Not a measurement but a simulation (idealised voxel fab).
Herein follows the process module entitled voxel wiring stack.
Xsec cut, 225 nm wide, square cell size 5 nm.
Reading order for cross-sections: top band down to bottom band. Underlying form: a grid of square cells. Band size: one or more rows of cells. For a band, the entry starts with two heights in nm, that of the top and then that of the bottom, and carries on with the band's materials in order from left to right, each alongside its width in nm; the word "edge to edge" beside a single material means it fills the band edge to edge, and "empty" means empty space. For the purposes of this specification, 0 denotes the height below which the wafer in its as-received condition is composed wholly of one material, and the lowermost band, lacking a lower limit, extends downward without end, as expressed in "z 0 and below". Width spec "30->40" -> top row of cells at first value, bottom row at second value, equal per-row change in between. "everything unchanged" after a step means that no cell of the cross-section changed. The entry "Sealed-off cavities" lists the empty spaces that cover at least 8 cells and have no open path to the top. Each is written as width x height at distance, where the distance is measured from the left edge and all three values are in nm. It should be noted that, on the line of a given step, the content following the step's settings is a remark produced by the simulator itself with respect to that step. The "overlay nm" setting may appear on a step's line; for a step that uses a mask, it gives how far to the right of its planned position the mask lay, and a negative value indicates the left.

**Planned process steps**
1. RECEIVE, material Si
2. CONFORMAL_DEP, material SiO2, thk nm 15
3. CONFORMAL_DEP, material SiN, thk nm 5
4. DIRECTIONAL_DEP, material lowk, thk nm 20
5. MASKED_ETCH, tone open, mask id METAL_1, width nm 25, pitch nm 55, etch materials lowk, depth nm 20, overlay nm 0
6. MASKED_ETCH, tone open, mask id METAL_1, width nm 25, pitch nm 55, etch materials SiN, depth nm 5, overlay nm 0
7. CONFORMAL_DEP, material TiN, thk nm 5
8. FILL_DEP, material Cu, thk nm 5
9. CMP, height nm 40
10. EPI, material Ru, thk nm 5
11. FILL_DEP, material SiCN, thk nm 5
12. DIRECTIONAL_DEP, material SiO2, thk nm 20
13. MASKED_ETCH, tone open, mask id PLUG_1, width nm 15, etch materials SiO2, depth nm 20, overlay nm 0
14. MASKED_ETCH, tone open, mask id PLUG_1, width nm 15, etch materials SiCN, depth nm 5, overlay nm 0
15. CONFORMAL_DEP, material TiN, thk nm 5
16. FILL_DEP, material Cu, thk nm 5
17. CMP, height nm 70
18. DIRECTIONAL_DEP, material TiN, thk nm 5
19. DIRECTIONAL_DEP, material W, thk nm 25
20. DIRECTIONAL_DEP, material aC, thk nm 10
21. PATTERN, tone cover, mask id METAL_2, material resist, width nm 25, pitch nm 55, thk nm 30, overlay nm 0
22. DIRECTIONAL_ETCH, etch materials aC, depth nm 10
23. STRIP, etch materials resist
24. DIRECTIONAL_ETCH, etch materials W, depth nm 25
25. DIRECTIONAL_ETCH, etch materials TiN, depth nm 5
26. STRIP, etch materials aC
27. FILL_DEP, material lowk, thk nm 5
28. CMP, height nm 100
29. CONFORMAL_DEP, material SiCN, thk nm 5
30. DIRECTIONAL_DEP, material lowk, thk nm 30
31. PATTERN, tone open, mask id METAL_3, material resist, width nm 25, pitch nm 55, thk nm 20, overlay nm 0
32. DIRECTIONAL_ETCH, etch materials lowk, depth nm 15
33. STRIP, etch materials resist
34. MASKED_ETCH, tone open, mask id METAL_3_HOLES, width nm 15, etch materials lowk, depth nm 15, overlay nm 0
35. MASKED_ETCH, tone open, mask id METAL_3_HOLES, width nm 15, etch materials SiCN, depth nm 5, overlay nm 0
36. CONFORMAL_DEP, material TiN, thk nm 5
37. FILL_DEP, material Cu, thk nm 5
38. CMP, height nm 135
39. CONFORMAL_DEP, material SiCN, thk nm 5
40. DIRECTIONAL_DEP, material lowk, thk nm 15
41. MASKED_ETCH, tone open, mask id PLUG_3, width nm 15, pitch nm 55, etch materials lowk, depth nm 15, overlay nm 0
42. MASKED_ETCH, tone open, mask id PLUG_3, width nm 15, pitch nm 55, etch materials SiCN, depth nm 5, overlay nm 0
43. EPI, material Ru, thk nm 10
44. EPI, material Ru, thk nm 10
45. CONFORMAL_DEP, material SiN, thk nm 5
46. DIRECTIONAL_DEP, material SiO2, thk nm 15
47. MASKED_ETCH, tone open, mask id METAL_4, width nm 25, pitch nm 55, etch materials SiO2, depth nm 15, overlay nm 0
48. MASKED_ETCH, tone open, mask id METAL_4, width nm 25, pitch nm 55, etch materials SiN, depth nm 5, overlay nm 0
49. CONFORMAL_DEP, material TiN, thk nm 5
50. FILL_DEP, material Ru, thk nm 5
51. CMP, height nm 175
52. CONFORMAL_DEP, material SiN, thk nm 5

**First wafer of two (run as planned)**

**Delivered wafer in cross-section: state after step 1**
  z 0 and below  Si edge to edge
  Sealed-off cavities: none

**After step 2: wafer cross-section**
  z 15 to 0  SiO2 edge to edge
  Lower than 0, everything is as it was.

**After step 3: wafer cross-section**
  z 20 to 15  SiN edge to edge
  Lower than 15, everything is as it was.

**After step 4: wafer cross-section**
  z 40 to 20  lowk edge to edge
  Lower than 20, everything is as it was.

**After step 5: wafer cross-section**
  z 40 to 20  70 nm lowk, 25 nm empty, 30 nm lowk, 25 nm empty, 75 nm lowk
  Lower than 20, everything is as it was.

**After step 6: wafer cross-section**
  z 40 to 20  70 nm lowk, 25 nm empty, 30 nm lowk, 25 nm empty, 75 nm lowk
  z 20 to 15  70 nm SiN, 25 nm empty, 30 nm SiN, 25 nm empty, 75 nm SiN
  Lower than 15, everything is as it was.

**After step 7: wafer cross-section**
  z 45 to 40  75 nm TiN, 15 nm empty, 40 nm TiN, 15 nm empty, 80 nm TiN
  z 40 to 20  70 nm lowk, 5 nm TiN, 15 nm empty, 5 nm TiN, 30 nm lowk, 5 nm TiN, 15 nm empty, 5 nm TiN, 75 nm lowk
  z 20 to 15  70 nm SiN, 25 nm TiN, 30 nm SiN, 25 nm TiN, 75 nm SiN
  Lower than 15, everything is as it was.

**After step 8: wafer cross-section**
  z 50 to 45  Cu edge to edge
  z 45 to 40  75 nm TiN, 15 nm Cu, 40 nm TiN, 15 nm Cu, 80 nm TiN
  z 40 to 20  70 nm lowk, 5 nm TiN, 15 nm Cu, 5 nm TiN, 30 nm lowk, 5 nm TiN, 15 nm Cu, 5 nm TiN, 75 nm lowk
  Lower than 20, everything is as it was.

**After step 9: wafer cross-section**
  z 40 to 20  70 nm lowk, 5 nm TiN, 15 nm Cu, 5 nm TiN, 30 nm lowk, 5 nm TiN, 15 nm Cu, 5 nm TiN, 75 nm lowk
  Lower than 20, everything is as it was.

**After step 10: wafer cross-section**
  z 45 to 40  65 nm empty, 35 nm Ru, 20 nm empty, 35 nm Ru, 70 nm empty
  Lower than 40, everything is as it was.

**After step 11: wafer cross-section**
  z 50 to 45  SiCN edge to edge
  z 45 to 40  65 nm SiCN, 35 nm Ru, 20 nm SiCN, 35 nm Ru, 70 nm SiCN
  Lower than 40, everything is as it was.

**After step 12: wafer cross-section**
  z 70 to 50  SiO2 edge to edge
  Lower than 50, everything is as it was.

**After step 13: wafer cross-section**
  z 70 to 50  70 nm SiO2, 15 nm empty, 140 nm SiO2
  Lower than 50, everything is as it was.

**After step 14: wafer cross-section**
  z 70 to 50  70 nm SiO2, 15 nm empty, 140 nm SiO2
  z 50 to 45  70 nm SiCN, 15 nm empty, 140 nm SiCN
  Lower than 45, everything is as it was.

**After step 15: wafer cross-section**
  z 75 to 70  75 nm TiN, 5 nm empty, 145 nm TiN
  z 70 to 50  70 nm SiO2, 5 nm TiN, 5 nm empty, 5 nm TiN, 140 nm SiO2
  z 50 to 45  70 nm SiCN, 15 nm TiN, 140 nm SiCN
  Lower than 45, everything is as it was.

**After step 16: wafer cross-section**
  z 80 to 75  Cu edge to edge
  z 75 to 70  75 nm TiN, 5 nm Cu, 145 nm TiN
  z 70 to 50  70 nm SiO2, 5 nm TiN, 5 nm Cu, 5 nm TiN, 140 nm SiO2
  Lower than 50, everything is as it was.

**After step 17: wafer cross-section**
  z 70 to 50  70 nm SiO2, 5 nm TiN, 5 nm Cu, 5 nm TiN, 140 nm SiO2
  Lower than 50, everything is as it was.

**After step 18: wafer cross-section**
  z 75 to 70  TiN edge to edge
  Lower than 70, everything is as it was.

**After step 19: wafer cross-section**
  z 100 to 75  W edge to edge
  Lower than 75, everything is as it was.

**After step 20: wafer cross-section**
  z 110 to 100  aC edge to edge
  Lower than 100, everything is as it was.

**After step 21: wafer cross-section**
  z 140 to 110  70 nm empty, 25 nm resist, 30 nm empty, 25 nm resist, 75 nm empty
  Lower than 110, everything is as it was.

**After step 22: wafer cross-section**
  z 130 to 110  70 nm empty, 25 nm resist, 30 nm empty, 25 nm resist, 75 nm empty
  z 110 to 100  70 nm empty, 25 nm aC, 30 nm empty, 25 nm aC, 75 nm empty
  Lower than 100, everything is as it was.

**After step 23: wafer cross-section**
  z 110 to 100  70 nm empty, 25 nm aC, 30 nm empty, 25 nm aC, 75 nm empty
  Lower than 100, everything is as it was.

**After step 24: wafer cross-section**
  z 110 to 100  70 nm empty, 25 nm aC, 30 nm empty, 25 nm aC, 75 nm empty
  z 100 to 75  70 nm empty, 25 nm W, 30 nm empty, 25 nm W, 75 nm empty
  Lower than 75, everything is as it was.

**After step 25: wafer cross-section**
  z 110 to 100  70 nm empty, 25 nm aC, 30 nm empty, 25 nm aC, 75 nm empty
  z 100 to 75  70 nm empty, 25 nm W, 30 nm empty, 25 nm W, 75 nm empty
  z 75 to 70  70 nm empty, 25 nm TiN, 30 nm empty, 25 nm TiN, 75 nm empty
  Lower than 70, everything is as it was.

**After step 26: wafer cross-section**
  z 100 to 75  70 nm empty, 25 nm W, 30 nm empty, 25 nm W, 75 nm empty
  Lower than 75, everything is as it was.

**After step 27: wafer cross-section**
  z 105 to 100  lowk edge to edge
  z 100 to 75  70 nm lowk, 25 nm W, 30 nm lowk, 25 nm W, 75 nm lowk
  z 75 to 70  70 nm lowk, 25 nm TiN, 30 nm lowk, 25 nm TiN, 75 nm lowk
  Lower than 70, everything is as it was.

**After step 28: wafer cross-section**
  z 100 to 75  70 nm lowk, 25 nm W, 30 nm lowk, 25 nm W, 75 nm lowk
  Lower than 75, everything is as it was.

**After step 29: wafer cross-section**
  z 105 to 100  SiCN edge to edge
  Lower than 100, everything is as it was.

**After step 30: wafer cross-section**
  z 135 to 105  lowk edge to edge
  Lower than 105, everything is as it was.

**After step 31: wafer cross-section**
  z 155 to 135  70 nm resist, 25 nm empty, 30 nm resist, 25 nm empty, 75 nm resist
  Lower than 135, everything is as it was.

**After step 32: wafer cross-section**
  z 155 to 135  70 nm resist, 25 nm empty, 30 nm resist, 25 nm empty, 75 nm resist
  z 135 to 120  70 nm lowk, 25 nm empty, 30 nm lowk, 25 nm empty, 75 nm lowk
  Lower than 120, everything is as it was.

**After step 33: wafer cross-section**
  z 135 to 120  70 nm lowk, 25 nm empty, 30 nm lowk, 25 nm empty, 75 nm lowk
  Lower than 120, everything is as it was.

**After step 34: wafer cross-section**
  z 135 to 120  70 nm lowk, 25 nm empty, 30 nm lowk, 25 nm empty, 75 nm lowk
  z 120 to 105  70 nm lowk, 15 nm empty, 140 nm lowk
  Lower than 105, everything is as it was.

**After step 35: wafer cross-section**
  z 135 to 120  70 nm lowk, 25 nm empty, 30 nm lowk, 25 nm empty, 75 nm lowk
  z 120 to 105  70 nm lowk, 15 nm empty, 140 nm lowk
  z 105 to 100  70 nm SiCN, 15 nm empty, 140 nm SiCN
  Lower than 100, everything is as it was.

**After step 36: wafer cross-section**
  z 140 to 135  75 nm TiN, 15 nm empty, 40 nm TiN, 15 nm empty, 80 nm TiN
  z 135 to 125  70 nm lowk, 5 nm TiN, 15 nm empty, 5 nm TiN, 30 nm lowk, 5 nm TiN, 15 nm empty, 5 nm TiN, 75 nm lowk
  z 125 to 120  70 nm lowk, 5 nm TiN, 5 nm empty, 15 nm TiN, 30 nm lowk, 25 nm TiN, 75 nm lowk
  z 120 to 105  70 nm lowk, 5 nm TiN, 5 nm empty, 5 nm TiN, 140 nm lowk
  z 105 to 100  70 nm SiCN, 15 nm TiN, 140 nm SiCN
  Lower than 100, everything is as it was.

**After step 37: wafer cross-section**
  z 145 to 140  Cu edge to edge
  z 140 to 135  75 nm TiN, 15 nm Cu, 40 nm TiN, 15 nm Cu, 80 nm TiN
  z 135 to 125  70 nm lowk, 5 nm TiN, 15 nm Cu, 5 nm TiN, 30 nm lowk, 5 nm TiN, 15 nm Cu, 5 nm TiN, 75 nm lowk
  z 125 to 120  70 nm lowk, 5 nm TiN, 5 nm Cu, 15 nm TiN, 30 nm lowk, 25 nm TiN, 75 nm lowk
  z 120 to 105  70 nm lowk, 5 nm TiN, 5 nm Cu, 5 nm TiN, 140 nm lowk
  Lower than 105, everything is as it was.

**After step 38: wafer cross-section**
  z 135 to 125  70 nm lowk, 5 nm TiN, 15 nm Cu, 5 nm TiN, 30 nm lowk, 5 nm TiN, 15 nm Cu, 5 nm TiN, 75 nm lowk
  Lower than 125, everything is as it was.

**After step 39: wafer cross-section**
  z 140 to 135  SiCN edge to edge
  Lower than 135, everything is as it was.

**After step 40: wafer cross-section**
  z 155 to 140  lowk edge to edge
  Lower than 140, everything is as it was.

**After step 41: wafer cross-section**
  z 155 to 140  70 nm lowk, 15 nm empty, 40 nm lowk, 15 nm empty, 85 nm lowk
  Lower than 140, everything is as it was.

**After step 42: wafer cross-section**
  z 155 to 140  70 nm lowk, 15 nm empty, 40 nm lowk, 15 nm empty, 85 nm lowk
  z 140 to 135  70 nm SiCN, 15 nm empty, 40 nm SiCN, 15 nm empty, 85 nm SiCN
  Lower than 135, everything is as it was.

**After step 43: wafer cross-section**
  z 155 to 145  70 nm lowk, 15 nm empty, 40 nm lowk, 15 nm empty, 85 nm lowk
  z 145 to 140  70 nm lowk, 15 nm Ru, 40 nm lowk, 15 nm Ru, 85 nm lowk
  z 140 to 135  70 nm SiCN, 15 nm Ru, 40 nm SiCN, 15 nm Ru, 85 nm SiCN
  Lower than 135, everything is as it was.

**After step 44: wafer cross-section**
  z 155 to 140  70 nm lowk, 15 nm Ru, 40 nm lowk, 15 nm Ru, 85 nm lowk
  Lower than 140, everything is as it was.

**After step 45: wafer cross-section**
  z 160 to 155  SiN edge to edge
  Lower than 155, everything is as it was.

**After step 46: wafer cross-section**
  z 175 to 160  SiO2 edge to edge
  Lower than 160, everything is as it was.

**After step 47: wafer cross-section**
  z 175 to 160  70 nm SiO2, 25 nm empty, 30 nm SiO2, 25 nm empty, 75 nm SiO2
  Lower than 160, everything is as it was.

**After step 48: wafer cross-section**
  z 175 to 160  70 nm SiO2, 25 nm empty, 30 nm SiO2, 25 nm empty, 75 nm SiO2
  z 160 to 155  70 nm SiN, 25 nm empty, 30 nm SiN, 25 nm empty, 75 nm SiN
  Lower than 155, everything is as it was.

**After step 49: wafer cross-section**
  z 180 to 175  75 nm TiN, 15 nm empty, 40 nm TiN, 15 nm empty, 80 nm TiN
  z 175 to 160  70 nm SiO2, 5 nm TiN, 15 nm empty, 5 nm TiN, 30 nm SiO2, 5 nm TiN, 15 nm empty, 5 nm TiN, 75 nm SiO2
  z 160 to 155  70 nm SiN, 25 nm TiN, 30 nm SiN, 25 nm TiN, 75 nm SiN
  Lower than 155, everything is as it was.

**After step 50: wafer cross-section**
  z 185 to 180  Ru edge to edge
  z 180 to 175  75 nm TiN, 15 nm Ru, 40 nm TiN, 15 nm Ru, 80 nm TiN
  z 175 to 160  70 nm SiO2, 5 nm TiN, 15 nm Ru, 5 nm TiN, 30 nm SiO2, 5 nm TiN, 15 nm Ru, 5 nm TiN, 75 nm SiO2
  Lower than 160, everything is as it was.

**After step 51: wafer cross-section**
  z 175 to 160  70 nm SiO2, 5 nm TiN, 15 nm Ru, 5 nm TiN, 30 nm SiO2, 5 nm TiN, 15 nm Ru, 5 nm TiN, 75 nm SiO2
  Lower than 160, everything is as it was.

**After step 52: wafer cross-section**
  z 180 to 175  SiN edge to edge
  Lower than 175, everything is as it was.

**It is to be noted that the second wafer proceeded from the same initial state and according to the same plan as the first, although one mistake was committed in its execution; through step 11, inclusive, the two wafers share an identical history**

**Cross-section of the second wafer at the time by which step 12 should have been completed according to the plan**
  z 60 to 50  SiO2 edge to edge
  Lower than 50, everything is as it was.

**Cross-section of the second wafer at the time by which step 13 should have been completed according to the plan**
  z 60 to 50  70 nm SiO2, 15 nm empty, 140 nm SiO2
  Lower than 50, everything is as it was.

**Cross-section of the second wafer at the time by which step 14 should have been completed according to the plan**
  z 60 to 50  70 nm SiO2, 15 nm empty, 140 nm SiO2
  z 50 to 45  70 nm SiCN, 15 nm empty, 140 nm SiCN
  Lower than 45, everything is as it was.

**Cross-section of the second wafer at the time by which step 15 should have been completed according to the plan**
  z 65 to 60  75 nm TiN, 5 nm empty, 145 nm TiN
  z 60 to 50  70 nm SiO2, 5 nm TiN, 5 nm empty, 5 nm TiN, 140 nm SiO2
  z 50 to 45  70 nm SiCN, 15 nm TiN, 140 nm SiCN
  Lower than 45, everything is as it was.

**Cross-section of the second wafer at the time by which step 16 should have been completed according to the plan**
  z 70 to 65  Cu edge to edge
  z 65 to 60  75 nm TiN, 5 nm Cu, 145 nm TiN
  z 60 to 50  70 nm SiO2, 5 nm TiN, 5 nm Cu, 5 nm TiN, 140 nm SiO2
  Lower than 50, everything is as it was.

Cross-section of the second wafer at the time by which step 17 should have been completed according to the plan: everything unchanged

**Cross-section of the second wafer at the time by which step 18 should have been completed according to the plan**
  z 75 to 70  TiN edge to edge
  Lower than 70, everything is as it was.

**Cross-section of the second wafer at the time by which step 19 should have been completed according to the plan**
  z 100 to 75  W edge to edge
  Lower than 75, everything is as it was.

**Cross-section of the second wafer at the time by which step 20 should have been completed according to the plan**
  z 110 to 100  aC edge to edge
  Lower than 100, everything is as it was.

**Cross-section of the second wafer at the time by which step 21 should have been completed according to the plan**
  z 140 to 110  70 nm empty, 25 nm resist, 30 nm empty, 25 nm resist, 75 nm empty
  Lower than 110, everything is as it was.

**Cross-section of the second wafer at the time by which step 22 should have been completed according to the plan**
  z 130 to 110  70 nm empty, 25 nm resist, 30 nm empty, 25 nm resist, 75 nm empty
  z 110 to 100  70 nm empty, 25 nm aC, 30 nm empty, 25 nm aC, 75 nm empty
  Lower than 100, everything is as it was.

**Cross-section of the second wafer at the time by which step 23 should have been completed according to the plan**
  z 110 to 100  70 nm empty, 25 nm aC, 30 nm empty, 25 nm aC, 75 nm empty
  Lower than 100, everything is as it was.

**Cross-section of the second wafer at the time by which step 24 should have been completed according to the plan**
  z 110 to 100  70 nm empty, 25 nm aC, 30 nm empty, 25 nm aC, 75 nm empty
  z 100 to 75  70 nm empty, 25 nm W, 30 nm empty, 25 nm W, 75 nm empty
  Lower than 75, everything is as it was.

**Cross-section of the second wafer at the time by which step 25 should have been completed according to the plan**
  z 110 to 100  70 nm empty, 25 nm aC, 30 nm empty, 25 nm aC, 75 nm empty
  z 100 to 75  70 nm empty, 25 nm W, 30 nm empty, 25 nm W, 75 nm empty
  z 75 to 70  70 nm empty, 25 nm TiN, 30 nm empty, 25 nm TiN, 75 nm empty
  Lower than 70, everything is as it was.

**Cross-section of the second wafer at the time by which step 26 should have been completed according to the plan**
  z 100 to 75  70 nm empty, 25 nm W, 30 nm empty, 25 nm W, 75 nm empty
  Lower than 75, everything is as it was.

**Cross-section of the second wafer at the time by which step 27 should have been completed according to the plan**
  z 105 to 100  lowk edge to edge
  z 100 to 75  70 nm lowk, 25 nm W, 30 nm lowk, 25 nm W, 75 nm lowk
  z 75 to 70  70 nm lowk, 25 nm TiN, 30 nm lowk, 25 nm TiN, 75 nm lowk
  Lower than 70, everything is as it was.

**Cross-section of the second wafer at the time by which step 28 should have been completed according to the plan**
  z 100 to 75  70 nm lowk, 25 nm W, 30 nm lowk, 25 nm W, 75 nm lowk
  Lower than 75, everything is as it was.

**Cross-section of the second wafer at the time by which step 29 should have been completed according to the plan**
  z 105 to 100  SiCN edge to edge
  Lower than 100, everything is as it was.

**Cross-section of the second wafer at the time by which step 30 should have been completed according to the plan**
  z 135 to 105  lowk edge to edge
  Lower than 105, everything is as it was.

**Cross-section of the second wafer at the time by which step 31 should have been completed according to the plan**
  z 155 to 135  70 nm resist, 25 nm empty, 30 nm resist, 25 nm empty, 75 nm resist
  Lower than 135, everything is as it was.

**Cross-section of the second wafer at the time by which step 32 should have been completed according to the plan**
  z 155 to 135  70 nm resist, 25 nm empty, 30 nm resist, 25 nm empty, 75 nm resist
  z 135 to 120  70 nm lowk, 25 nm empty, 30 nm lowk, 25 nm empty, 75 nm lowk
  Lower than 120, everything is as it was.

**Cross-section of the second wafer at the time by which step 33 should have been completed according to the plan**
  z 135 to 120  70 nm lowk, 25 nm empty, 30 nm lowk, 25 nm empty, 75 nm lowk
  Lower than 120, everything is as it was.

**Cross-section of the second wafer at the time by which step 34 should have been completed according to the plan**
  z 135 to 120  70 nm lowk, 25 nm empty, 30 nm lowk, 25 nm empty, 75 nm lowk
  z 120 to 105  70 nm lowk, 15 nm empty, 140 nm lowk
  Lower than 105, everything is as it was.

**Cross-section of the second wafer at the time by which step 35 should have been completed according to the plan**
  z 135 to 120  70 nm lowk, 25 nm empty, 30 nm lowk, 25 nm empty, 75 nm lowk
  z 120 to 105  70 nm lowk, 15 nm empty, 140 nm lowk
  z 105 to 100  70 nm SiCN, 15 nm empty, 140 nm SiCN
  Lower than 100, everything is as it was.

**Cross-section of the second wafer at the time by which step 36 should have been completed according to the plan**
  z 140 to 135  75 nm TiN, 15 nm empty, 40 nm TiN, 15 nm empty, 80 nm TiN
  z 135 to 125  70 nm lowk, 5 nm TiN, 15 nm empty, 5 nm TiN, 30 nm lowk, 5 nm TiN, 15 nm empty, 5 nm TiN, 75 nm lowk
  z 125 to 120  70 nm lowk, 5 nm TiN, 5 nm empty, 15 nm TiN, 30 nm lowk, 25 nm TiN, 75 nm lowk
  z 120 to 105  70 nm lowk, 5 nm TiN, 5 nm empty, 5 nm TiN, 140 nm lowk
  z 105 to 100  70 nm SiCN, 15 nm TiN, 140 nm SiCN
  Lower than 100, everything is as it was.

**Cross-section of the second wafer at the time by which step 37 should have been completed according to the plan**
  z 145 to 140  Cu edge to edge
  z 140 to 135  75 nm TiN, 15 nm Cu, 40 nm TiN, 15 nm Cu, 80 nm TiN
  z 135 to 125  70 nm lowk, 5 nm TiN, 15 nm Cu, 5 nm TiN, 30 nm lowk, 5 nm TiN, 15 nm Cu, 5 nm TiN, 75 nm lowk
  z 125 to 120  70 nm lowk, 5 nm TiN, 5 nm Cu, 15 nm TiN, 30 nm lowk, 25 nm TiN, 75 nm lowk
  z 120 to 105  70 nm lowk, 5 nm TiN, 5 nm Cu, 5 nm TiN, 140 nm lowk
  Lower than 105, everything is as it was.

**Cross-section of the second wafer at the time by which step 38 should have been completed according to the plan**
  z 135 to 125  70 nm lowk, 5 nm TiN, 15 nm Cu, 5 nm TiN, 30 nm lowk, 5 nm TiN, 15 nm Cu, 5 nm TiN, 75 nm lowk
  Lower than 125, everything is as it was.

**Cross-section of the second wafer at the time by which step 39 should have been completed according to the plan**
  z 140 to 135  SiCN edge to edge
  Lower than 135, everything is as it was.

**Cross-section of the second wafer at the time by which step 40 should have been completed according to the plan**
  z 155 to 140  lowk edge to edge
  Lower than 140, everything is as it was.

**Cross-section of the second wafer at the time by which step 41 should have been completed according to the plan**
  z 155 to 140  70 nm lowk, 15 nm empty, 40 nm lowk, 15 nm empty, 85 nm lowk
  Lower than 140, everything is as it was.

**Cross-section of the second wafer at the time by which step 42 should have been completed according to the plan**
  z 155 to 140  70 nm lowk, 15 nm empty, 40 nm lowk, 15 nm empty, 85 nm lowk
  z 140 to 135  70 nm SiCN, 15 nm empty, 40 nm SiCN, 15 nm empty, 85 nm SiCN
  Lower than 135, everything is as it was.

**Cross-section of the second wafer at the time by which step 43 should have been completed according to the plan**
  z 155 to 145  70 nm lowk, 15 nm empty, 40 nm lowk, 15 nm empty, 85 nm lowk
  z 145 to 140  70 nm lowk, 15 nm Ru, 40 nm lowk, 15 nm Ru, 85 nm lowk
  z 140 to 135  70 nm SiCN, 15 nm Ru, 40 nm SiCN, 15 nm Ru, 85 nm SiCN
  Lower than 135, everything is as it was.

**Cross-section of the second wafer at the time by which step 44 should have been completed according to the plan**
  z 155 to 140  70 nm lowk, 15 nm Ru, 40 nm lowk, 15 nm Ru, 85 nm lowk
  Lower than 140, everything is as it was.

**Cross-section of the second wafer at the time by which step 45 should have been completed according to the plan**
  z 160 to 155  SiN edge to edge
  Lower than 155, everything is as it was.

**Cross-section of the second wafer at the time by which step 46 should have been completed according to the plan**
  z 175 to 160  SiO2 edge to edge
  Lower than 160, everything is as it was.

**Cross-section of the second wafer at the time by which step 47 should have been completed according to the plan**
  z 175 to 160  70 nm SiO2, 25 nm empty, 30 nm SiO2, 25 nm empty, 75 nm SiO2
  Lower than 160, everything is as it was.

**Cross-section of the second wafer at the time by which step 48 should have been completed according to the plan**
  z 175 to 160  70 nm SiO2, 25 nm empty, 30 nm SiO2, 25 nm empty, 75 nm SiO2
  z 160 to 155  70 nm SiN, 25 nm empty, 30 nm SiN, 25 nm empty, 75 nm SiN
  Lower than 155, everything is as it was.

**Cross-section of the second wafer at the time by which step 49 should have been completed according to the plan**
  z 180 to 175  75 nm TiN, 15 nm empty, 40 nm TiN, 15 nm empty, 80 nm TiN
  z 175 to 160  70 nm SiO2, 5 nm TiN, 15 nm empty, 5 nm TiN, 30 nm SiO2, 5 nm TiN, 15 nm empty, 5 nm TiN, 75 nm SiO2
  z 160 to 155  70 nm SiN, 25 nm TiN, 30 nm SiN, 25 nm TiN, 75 nm SiN
  Lower than 155, everything is as it was.

**Cross-section of the second wafer at the time by which step 50 should have been completed according to the plan**
  z 185 to 180  Ru edge to edge
  z 180 to 175  75 nm TiN, 15 nm Ru, 40 nm TiN, 15 nm Ru, 80 nm TiN
  z 175 to 160  70 nm SiO2, 5 nm TiN, 15 nm Ru, 5 nm TiN, 30 nm SiO2, 5 nm TiN, 15 nm Ru, 5 nm TiN, 75 nm SiO2
  Lower than 160, everything is as it was.

**Cross-section of the second wafer at the time by which step 51 should have been completed according to the plan**
  z 175 to 160  70 nm SiO2, 5 nm TiN, 15 nm Ru, 5 nm TiN, 30 nm SiO2, 5 nm TiN, 15 nm Ru, 5 nm TiN, 75 nm SiO2
  Lower than 160, everything is as it was.

**Cross-section of the second wafer at the time by which step 52 should have been completed according to the plan**
  z 180 to 175  SiN edge to edge
  Lower than 175, everything is as it was.
Nonconformance to the process plan: so step 12 ended up running with a different setting than we planned, it ran as DIRECTIONAL_DEP, material SiO2, thk nm 10
Count the cells at the end and the second wafer has more or fewer of some materials than the first: 44 more of Cu, 84 fewer of SiO2, 40 more of TiN
